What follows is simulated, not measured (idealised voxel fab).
Title: Process Module voxel released beams
Pictured: cross-section cut, 300 nm wide, on a grid of 5 nm square cells.
In what follows, cross-sections appear as grids of square cells, described through bands that run from the top down, where every band is one or more rows of cells. Heads up on the band format: heights come first, top then bottom, in nm. After that it's the materials left to right, each with its width in nm. A single material flagged "throughout" fills the whole band edge to edge, and "blank" means there's empty space there. Convention: height 0 is the level below which the wafer, as received, is all one material. The lowest band does not terminate at the bottom but continues downward, represented as "0 down". Width: "30 to 40" (first number = top row, second number = bottom row, same change from row to row of cells). Step note "changes: none" = no cross-section cell changed. The label "Enclosed void inventory" introduces a list of the empty spaces, 8 cells or larger, that have no open way up to the top; each entry in it reads width x height at distance, where the distance is taken from the left edge and all three are stated in nm. Whatever follows a step's settings on its line is a remark the simulator itself makes about that step. The "overlay nm" setting may appear on a step's line; for a step that uses a mask, it gives how far to the right of its planned position the mask lay, and a negative value indicates the left.

[Planned process steps]
1,RECEIVE with material Si
2,CONFORMAL_DEP with material SiN, thk nm 5
3,DIRECTIONAL_DEP with material SiO2, thk nm 15
4,DIRECTIONAL_DEP with material aC, thk nm 10
5,PATTERN with tone open, mask id ANCHOR, material resist, width nm 30, thk nm 30, overlay nm 0
6,DIRECTIONAL_ETCH with etch materials aC, depth nm 10
7,STRIP with etch materials resist
8,DIRECTIONAL_ETCH with etch materials SiO2, depth nm 15
9,STRIP with etch materials aC
10,CONFORMAL_DEP with material polySi, thk nm 10
11,PATTERN with tone cover, mask id BEAM, material resist, width nm 105, thk nm 15, overlay nm 0
12,DIRECTIONAL_ETCH with etch materials polySi, depth nm 10
13,STRIP with etch materials resist
14,STRIP with etch materials SiO2

[Step 1 complete: cross-section of the wafer as received]
- 0 down: Si throughout
- Enclosed void inventory: none

[Post-module cross-section of the first of two wafers (run per plan)]
- 30 to 20: 95 nm blank, then 15 nm polySi, then 10 nm blank, then 80 nm polySi, then 100 nm blank
- 20 to 15: 100 nm blank, then 10 nm polySi, then 10 nm blank, then 10 nm polySi, then 170 nm blank
- 15 to 5: 100 nm blank, then 30 nm polySi, then 170 nm blank
- 5 to 0: SiN throughout
- 0 down: Si throughout
- Enclosed void inventory: none

[second wafer at the end: like start, like plan, one mistake]
- 30 to 20: 95 nm blank, then 45 nm polySi, then 160 nm blank
- 20 to 15: 90 nm blank, then 10 nm polySi, then 30 nm SiO2, then 10 nm polySi, then 160 nm blank
- 15 to 5: 90 nm blank, then 10 nm polySi, then 30 nm SiO2, then 70 nm polySi, then 100 nm blank
- 5 to 0: SiN throughout
- 0 down: Si throughout
- Enclosed void inventory: none
Short version of what went wrong: step 5 ran differently from the plan; actual operation with settings: PATTERN with tone cover, mask id ANCHOR, material resist, width nm 30, thk nm 30, overlay nm 0
The final cell counts differ between the wafers, with the second having more or fewer of some materials than the first: 18 more of SiO2
